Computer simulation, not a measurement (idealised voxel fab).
process module | voxel ribs on slabs
cross-section cut | 265 nm wide | cells 5 nm
A cross-section is a grid of square cells, given in bands from the top down. A band is one or more rows of cells.
Each band's line starts with the height of the band's top and of its bottom, in nm. Then come its materials from left to right, each with its width in nm. One material with "throughout" fills the band from edge to edge. "air" is empty space.
Height 0 is the level under which the wafer as received is all one material. The lowest band goes on downwards, as in "0 down".
A width such as "30 to 40" changes by the same amount from each row of cells to the next, from the band's top row to its bottom row.
"no change" after a step means that no cell of the cross-section changed.
closed voids: empty space of 8 cells or more with no open way to the top, each as width x height at its distance from the left edge, in nm
after a step's settings: what the simulator itself notes on the step
overlay nm, on a step with a mask: how far to the right of its planned place the mask lay; to the left if negative
plan
1 op RECEIVE | material Si
2 op DIRECTIONAL_DEP | material SiO2 | thk nm 30
3 op DIRECTIONAL_DEP | material polySi | thk nm 20
4 op PATTERN | tone cover | mask id RIB | material resist | width nm 25 | thk nm 20 | overlay nm 0
5 op DIRECTIONAL_ETCH | etch materials polySi | depth nm 10
6 op STRIP | etch materials resist
7 op MASKED_ETCH | tone cover | mask id SLAB | width nm 65 | etch materials polySi | depth nm 10 | overlay nm 0
8 op FILL_DEP | material SiO2 | thk nm 15
9 op CMP | height nm 60
10 op DIRECTIONAL_DEP | material W | thk nm 5
11 op MASKED_ETCH | tone cover | mask id HEATER | width nm 35 | etch materials W | depth nm 5 | overlay nm 0
12 op CONFORMAL_DEP | material SiN | thk nm 10
first wafer, as planned
as received, after step 1
  0 down: Si throughout
  closed voids: none
after step 2
  30 to 0: SiO2 throughout
  below 0: unchanged
after step 3
  50 to 30: polySi throughout
  below 30: unchanged
after step 4
  70 to 50: air 120 | resist 25 | air 120
  below 50: unchanged
after step 5
  70 to 50: air 120 | resist 25 | air 120
  50 to 40: air 120 | polySi 25 | air 120
  below 40: unchanged
after step 6
  50 to 40: air 120 | polySi 25 | air 120
  below 40: unchanged
after step 7
  50 to 40: air 120 | polySi 25 | air 120
  40 to 30: air 100 | polySi 65 | air 100
  below 30: unchanged
after step 8
  65 to 50: SiO2 throughout
  50 to 40: SiO2 120 | polySi 25 | SiO2 120
  40 to 30: SiO2 100 | polySi 65 | SiO2 100
  below 30: unchanged
after step 9
  60 to 50: SiO2 throughout
  below 50: unchanged
after step 10
  65 to 60: W throughout
  below 60: unchanged
after step 11
  65 to 60: air 115 | W 35 | air 115
  below 60: unchanged
after step 12
  75 to 70: air 105 | SiN 55 | air 105
  70 to 65: SiN throughout
  65 to 60: SiN 115 | W 35 | SiN 115
  below 60: unchanged
second wafer: like start, like plan, one mistake. Through step 2 it matches the first wafer
when step 3 should have ended
  70 to 30: polySi throughout
  below 30: unchanged
when step 4 should have ended
  90 to 70: air 120 | resist 25 | air 120
  below 70: unchanged
when step 5 should have ended
  90 to 70: air 120 | resist 25 | air 120
  70 to 60: air 120 | polySi 25 | air 120
  below 60: unchanged
when step 6 should have ended
  70 to 60: air 120 | polySi 25 | air 120
  below 60: unchanged
when step 7 should have ended
  70 to 60: air 120 | polySi 25 | air 120
  60 to 50: air 100 | polySi 65 | air 100
  below 50: unchanged
when step 8 should have ended
  85 to 70: SiO2 throughout
  70 to 60: SiO2 120 | polySi 25 | SiO2 120
  60 to 50: SiO2 100 | polySi 65 | SiO2 100
  below 50: unchanged
when step 9 should have ended
  60 to 50: SiO2 100 | polySi 65 | SiO2 100
  below 50: unchanged
when step 10 should have ended
  65 to 60: W throughout
  below 60: unchanged
when step 11 should have ended
  65 to 60: air 115 | W 35 | air 115
  below 60: unchanged
when step 12 should have ended
  75 to 70: air 105 | SiN 55 | air 105
  70 to 65: SiN throughout
  65 to 60: SiN 115 | W 35 | SiN 115
  below 60: unchanged
what went wrong: step 3 was run twice
at the end the second wafer has, in cells: 202 fewer of SiO2 | 202 more of polySi
